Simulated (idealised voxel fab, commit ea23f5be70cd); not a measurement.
Title: Process Module voxel quadruple lines
Xsec cut, 170 nm wide, square cell size 5 nm.
Cross-section format: a grid of square cells, given as bands from top to bottom; each band is one or more rows of cells.
Heights first: top, then bottom, in nm. Then materials, left to right, each with a width in nm. "everywhere" on a single material: fills the band edge to edge. "empty": empty space.
Convention: height 0 is the level below which the wafer, as received, is all one material. The lowest band does not terminate at the bottom but continues downward, represented as "from 0 down".
Width: "30 to 40" (first number = top row, second number = bottom row, same change from row to row of cells).
Step marked "nothing altered"? Then no cell in the cross-section changed in it.
Listed in "Enclosed void inventory": every empty space of 8 or more cells without an open way to the top. Form: width x height at distance, the distance being from the left edge, all in nm.
Whatever follows a step's settings on its line is a remark the simulator itself makes about that step.
Each step line may optionally specify "overlay nm", which for a step with a mask gives the rightward distance between the mask's planned place and where it lay, a negative value indicating the leftward direction.
So the way this works: pairs, before and after one process step. The after picture only goes down to the lowest band that actually changed, nothing below. Step and its settings are under each pair. And watch out, pairs might come from different runs of this module, same starting wafer though, so a pair only follows on from the one above if its "Prior to processing" entry tells you so.

Prior to processing
  from 30 to 15 | 40 empty, then 10 SiCN, then 10 empty, then 10 SiCN, then 10 empty, then 10 SiCN, then 10 empty, then 10 SiCN, then 60 empty
  from 15 to 5 | W everywhere
  from 5 to 0 | Al2O3 everywhere
  from 0 down | Si everywhere
  Enclosed void inventory: none

Cross-Section After Step
  from 30 to 15 | 40 empty, then 10 SiCN, then 10 empty, then 10 SiCN, then 10 empty, then 10 SiCN, then 10 empty, then 10 SiCN, then 60 empty
  from 15 to 5 | 40 empty, then 10 W, then 10 empty, then 10 W, then 10 empty, then 10 W, then 10 empty, then 10 W, then 60 empty
  Rest of section, below 5: as before.
  Enclosed void inventory: none
Between the cross-sections above, the step performed was DIRECTIONAL_ETCH (etch materials W; depth nm 10)

Prior to processing: This step starts from the configuration shown after the step in the pair immediately above.

Cross-Section After Step
  from 15 to 5 | 40 empty, then 10 W, then 10 empty, then 10 W, then 10 empty, then 10 W, then 10 empty, then 10 W, then 60 empty
  Rest of section, below 5: as before.
  Enclosed void inventory: none
Between the cross-sections above, the step performed was STRIP (etch materials SiCN)

Prior to processing: This step starts from the configuration shown after the step in the pair immediately above.

Cross-Section After Step
  from 25 to 15 | lowk everywhere
  from 15 to 5 | 40 lowk, then 10 W, then 10 lowk, then 10 W, then 10 lowk, then 10 W, then 10 lowk, then 10 W, then 60 lowk
  Rest of section, below 5: as before.
  Enclosed void inventory: none
Between the cross-sections above, the step performed was FILL_DEP (material lowk; thk nm 10)

Prior to processing: This step starts from the configuration shown after the step in the pair immediately above.

Cross-Section After Step
  from 15 to 5 | 40 lowk, then 10 W, then 10 lowk, then 10 W, then 10 lowk, then 10 W, then 10 lowk, then 10 W, then 60 lowk
  Rest of section, below 5: as before.
  Enclosed void inventory: none
Between the cross-sections above, the step performed was CMP (height nm 15)

Prior to processing
  from 15 to 5 | 50 empty, then 10 W, then 10 empty, then 10 W, then 10 empty, then 10 W, then 10 empty, then 10 W, then 50 empty
  from 5 to 0 | Al2O3 everywhere
  from 0 down | Si everywhere
  Enclosed void inventory: none

Cross-Section After Step
  from 25 to 15 | SiO2 everywhere
  from 15 to 5 | 50 SiO2, then 10 W, then 10 SiO2, then 10 W, then 10 SiO2, then 10 W, then 10 SiO2, then 10 W, then 50 SiO2
  Rest of section, below 5: as before.
  Enclosed void inventory: none
Between the cross-sections above, the step performed was FILL_DEP (material SiO2; thk nm 10)

Prior to processing: This step starts from the configuration shown after the step in the pair immediately above.

Cross-Section After Step
  from 15 to 5 | 50 SiO2, then 10 W, then 10 SiO2, then 10 W, then 10 SiO2, then 10 W, then 10 SiO2, then 10 W, then 50 SiO2
  Rest of section, below 5: as before.
  Enclosed void inventory: none
Between the cross-sections above, the step performed was CMP (height nm 15)

Prior to processing
  from 55 to 30 | aC everywhere
  from 30 to 15 | polySi everywhere
  from 15 to 5 | W everywhere
  from 5 to 0 | Al2O3 everywhere
  from 0 down | Si everywhere
  Enclosed void inventory: none

Cross-Section After Step
  from 90 to 55 | 70 resist, then 30 empty, then 70 resist
  Rest of section, below 55: as before.
  Enclosed void inventory: none
Between the cross-sections above, the step performed was PATTERN (tone open; mask id MANDREL; material resist; width nm 30; thk nm 35; overlay nm 0)

Prior to processing: This step starts from the configuration shown after the step in the pair immediately above.

Cross-Section After Step
  from 65 to 55 | 70 resist, then 30 empty, then 70 resist
  from 55 to 30 | 70 aC, then 30 empty, then 70 aC
  Rest of section, below 30: as before.
  Enclosed void inventory: none
Between the cross-sections above, the step performed was DIRECTIONAL_ETCH (etch materials aC; depth nm 25)

Prior to processing: This step starts from the configuration shown after the step in the pair immediately above.

Cross-Section After Step
  from 55 to 30 | 70 aC, then 30 empty, then 70 aC
  Rest of section, below 30: as before.
  Enclosed void inventory: none
Between the cross-sections above, the step performed was STRIP (etch materials resist)

Prior to processing: This step starts from the configuration shown after the step in the pair immediately above.

Cross-Section After Step
  from 65 to 55 | 80 SiO2, then 10 empty, then 80 SiO2
  from 55 to 40 | 70 aC, then 10 SiO2, then 10 empty, then 10 SiO2, then 70 aC
  from 40 to 30 | 70 aC, then 30 SiO2, then 70 aC
  Rest of section, below 30: as before.
  Enclosed void inventory: none
Between the cross-sections above, the step performed was CONFORMAL_DEP (material SiO2; thk nm 10)

Prior to processing: This step starts from the configuration shown after the step in the pair immediately above.

Cross-Section After Step
  from 55 to 30 | 70 aC, then 10 SiO2, then 10 empty, then 10 SiO2, then 70 aC
  Rest of section, below 30: as before.
  Enclosed void inventory: none
Between the cross-sections above, the step performed was DIRECTIONAL_ETCH (etch materials SiO2; depth nm 10)

Prior to processing: This step starts from the configuration shown after the step in the pair immediately above.

Cross-Section After Step
  from 55 to 30 | 70 empty, then 10 SiO2, then 10 empty, then 10 SiO2, then 70 empty
  Rest of section, below 30: as before.
  Enclosed void inventory: none
Between the cross-sections above, the step performed was STRIP (etch materials aC)

Prior to processing: This step starts from the configuration shown after the step in the pair immediately above.

Cross-Section After Step
  from 55 to 30 | 70 empty, then 10 SiO2, then 10 empty, then 10 SiO2, then 70 empty
  from 30 to 15 | 70 empty, then 10 polySi, then 10 empty, then 10 polySi, then 70 empty
  Rest of section, below 15: as before.
  Enclosed void inventory: none
Between the cross-sections above, the step performed was DIRECTIONAL_ETCH (etch materials polySi; depth nm 15)

Prior to processing: This step starts from the configuration shown after the step in the pair immediately above.

Cross-Section After Step
  from 30 to 15 | 70 empty, then 10 polySi, then 10 empty, then 10 polySi, then 70 empty
  Rest of section, below 15: as before.
  Enclosed void inventory: none
Between the cross-sections above, the step performed was STRIP (etch materials SiO2)

Prior to processing: This step starts from the configuration shown after the step in the pair immediately above.

Cross-Section After Step
  from 40 to 30 | 60 empty, then 50 SiCN, then 60 empty
  from 30 to 25 | 60 empty, then 10 SiCN, then 10 polySi, then 10 SiCN, then 10 polySi, then 10 SiCN, then 60 empty
  from 25 to 15 | 70 SiCN, then 10 polySi, then 10 SiCN, then 10 polySi, then 70 SiCN
  Rest of section, below 15: as before.
  Enclosed void inventory: none
Between the cross-sections above, the step performed was CONFORMAL_DEP (material SiCN; thk nm 10)

Prior to processing: This step starts from the configuration shown after the step in the pair immediately above.

Cross-Section After Step
  from 30 to 15 | 60 empty, then 10 SiCN, then 10 polySi, then 10 SiCN, then 10 polySi, then 10 SiCN, then 60 empty
  Rest of section, below 15: as before.
  Enclosed void inventory: none
Between the cross-sections above, the step performed was DIRECTIONAL_ETCH (etch materials SiCN; depth nm 10)

Prior to processing: This step starts from the configuration shown after the step in the pair immediately above.

Cross-Section After Step
  from 30 to 15 | 60 empty, then 10 SiCN, then 10 empty, then 10 SiCN, then 10 empty, then 10 SiCN, then 60 empty
  Rest of section, below 15: as before.
  Enclosed void inventory: none
Between the cross-sections above, the step performed was STRIP (etch materials polySi)

Prior to processing: This step starts from the configuration shown after the step in the pair immediately above.

Cross-Section After Step
  from 30 to 15 | 60 empty, then 10 SiCN, then 10 empty, then 10 SiCN, then 10 empty, then 10 SiCN, then 60 empty
  from 15 to 5 | 60 empty, then 10 W, then 10 empty, then 10 W, then 10 empty, then 10 W, then 60 empty
  Rest of section, below 5: as before.
  Enclosed void inventory: none
Between the cross-sections above, the step performed was DIRECTIONAL_ETCH (etch materials W; depth nm 10)

Prior to processing: This step starts from the configuration shown after the step in the pair immediately above.

Cross-Section After Step
  from 15 to 5 | 60 empty, then 10 W, then 10 empty, then 10 W, then 10 empty, then 10 W, then 60 empty
  Rest of section, below 5: as before.
  Enclosed void inventory: none
Between the cross-sections above, the step performed was STRIP (etch materials SiCN)

Prior to processing: This step starts from the configuration shown after the step in the pair immediately above.

Cross-Section After Step
  from 25 to 15 | lowk everywhere
  from 15 to 5 | 60 lowk, then 10 W, then 10 lowk, then 10 W, then 10 lowk, then 10 W, then 60 lowk
  Rest of section, below 5: as before.
  Enclosed void inventory: none
Between the cross-sections above, the step performed was FILL_DEP (material lowk; thk nm 10)

Prior to processing: This step starts from the configuration shown after the step in the pair immediately above.

Cross-Section After Step
  from 15 to 5 | 60 lowk, then 10 W, then 10 lowk, then 10 W, then 10 lowk, then 10 W, then 60 lowk
  Rest of section, below 5: as before.
  Enclosed void inventory: none
Between the cross-sections above, the step performed was CMP (height nm 15)
